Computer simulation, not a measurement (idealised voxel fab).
A process module follows: voxel released beams.
The figure presents cross-section cut, which has a width of 290 nm and is divided into square cells with an edge length of 5 nm.
Cross-section format: a grid of square cells, given as bands from top to bottom; each band is one or more rows of cells. Quick guide to a band line: top height, bottom height (nm) up front; then every material left to right with its width in nm. Only one material and it's marked "all across"? Then it fills the band edge to edge. And "empty" just means empty space. The level at which height equals 0 is the one under which the wafer, as it arrives, is entirely one material. No lower edge exists for the bottom band, which continues downward and is notated as in "0 -> down". You'd read "30->40" like this: the band's top row of cells is as wide as the first number, its bottom row is as wide as the second, and going down, every row changes width by the same amount as the row before did. A step reported as "nothing got changed" is a step in which no cell of the cross-section changed. Entry "Fully closed voids" = empty spaces >= 8 cells with no open way to the top; each as width x height at distance, distance from left edge, all nm. If you see something after the settings on a step's line, that's the simulator's own remark about that step. Among the settings permitted on a step's line is "overlay nm"; applied to a step with a mask, it specifies the extent to which the mask lay to the right of its planned position, whereas a negative figure signifies a position to the left.
[This section lists the process steps that were planned]
- 1: op RECEIVE | material Si
- 2: op CONFORMAL_DEP | material SiN | thk nm 10
- 3: op DIRECTIONAL_DEP | material SiO2 | thk nm 10
- 4: op PATTERN | tone open | mask id ANCHOR | material resist | width nm 25 | thk nm 15 | overlay nm 0
- 5: op DIRECTIONAL_ETCH | etch materials SiO2 | depth nm 10
- 6: op STRIP | etch materials resist
- 7: op CONFORMAL_DEP | material W | thk nm 10
- 8: op PATTERN | tone cover | mask id BEAM | material resist | width nm 75 | thk nm 15 | overlay nm 0
- 9: op DIRECTIONAL_ETCH | etch materials W | depth nm 10
- 10: op STRIP | etch materials resist
- 11: op STRIP | etch materials SiO2
[What follows covers the first of two wafers; it ran as planned]
[Delivered wafer in cross-section: state after step 1]
* 0 -> down: Si all across
* Fully closed voids: none
[The wafer, seen in cross-section, after step 2]
* 10 -> 0: SiN all across
* below 0: unchanged
[The wafer, seen in cross-section, after step 3]
* 20 -> 10: SiO2 all across
* below 10: unchanged
[The wafer, seen in cross-section, after step 4]
* 35 -> 20: resist=110 | empty=25 | resist=155
* below 20: unchanged
[The wafer, seen in cross-section, after step 5]
* 35 -> 20: resist=110 | empty=25 | resist=155
* 20 -> 10: SiO2=110 | empty=25 | SiO2=155
* below 10: unchanged
[The wafer, seen in cross-section, after step 6]
* 20 -> 10: SiO2=110 | empty=25 | SiO2=155
* below 10: unchanged
[The wafer, seen in cross-section, after step 7]
* 30 -> 20: W=120 | empty=5 | W=165
* 20 -> 10: SiO2=110 | W=25 | SiO2=155
* below 10: unchanged
[The wafer, seen in cross-section, after step 8]
* 45 -> 30: empty=105 | resist=75 | empty=110
* 30 -> 20: W=120 | resist=5 | W=165
* below 20: unchanged
[The wafer, seen in cross-section, after step 9]
* 45 -> 30: empty=105 | resist=75 | empty=110
* 30 -> 20: empty=105 | W=15 | resist=5 | W=55 | empty=110
* below 20: unchanged
[The wafer, seen in cross-section, after step 10]
* 30 -> 20: empty=105 | W=15 | empty=5 | W=55 | empty=110
* below 20: unchanged
[The wafer, seen in cross-section, after step 11]
* 30 -> 20: empty=105 | W=15 | empty=5 | W=55 | empty=110
* 20 -> 10: empty=110 | W=25 | empty=155
* below 10: unchanged
[Second of two: same start, same plan, one run error; steps up to and including 3 match the first]
[Cross-sectional representation of the second wafer at the time designated in the plan for the completion of step 4]
* 35 -> 20: resist=120 | empty=25 | resist=145
* below 20: unchanged
[Cross-sectional representation of the second wafer at the time designated in the plan for the completion of step 5]
* 35 -> 20: resist=120 | empty=25 | resist=145
* 20 -> 10: SiO2=120 | empty=25 | SiO2=145
* below 10: unchanged
[Cross-sectional representation of the second wafer at the time designated in the plan for the completion of step 6]
* 20 -> 10: SiO2=120 | empty=25 | SiO2=145
* below 10: unchanged
[Cross-sectional representation of the second wafer at the time designated in the plan for the completion of step 7]
* 30 -> 20: W=130 | empty=5 | W=155
* 20 -> 10: SiO2=120 | W=25 | SiO2=145
* below 10: unchanged
[Cross-sectional representation of the second wafer at the time designated in the plan for the completion of step 8]
* 45 -> 30: empty=105 | resist=75 | empty=110
* 30 -> 20: W=130 | resist=5 | W=155
* below 20: unchanged
[Cross-sectional representation of the second wafer at the time designated in the plan for the completion of step 9]
* 45 -> 30: empty=105 | resist=75 | empty=110
* 30 -> 20: empty=105 | W=25 | resist=5 | W=45 | empty=110
* below 20: unchanged
[Cross-sectional representation of the second wafer at the time designated in the plan for the completion of step 10]
* 30 -> 20: empty=105 | W=25 | empty=5 | W=45 | empty=110
* below 20: unchanged
[Cross-sectional representation of the second wafer at the time designated in the plan for the completion of step 11]
* 30 -> 20: empty=105 | W=25 | empty=5 | W=45 | empty=110
* 20 -> 10: empty=120 | W=25 | empty=145
* below 10: unchanged
Here's what went sideways: planned and actual differ for step 4; actual: op PATTERN | tone open | mask id ANCHOR | material resist | width nm 25 | thk nm 15 | overlay nm 10
So at the finish, the second wafer's got exactly as many cells of each material as the first, just not in the same spots.
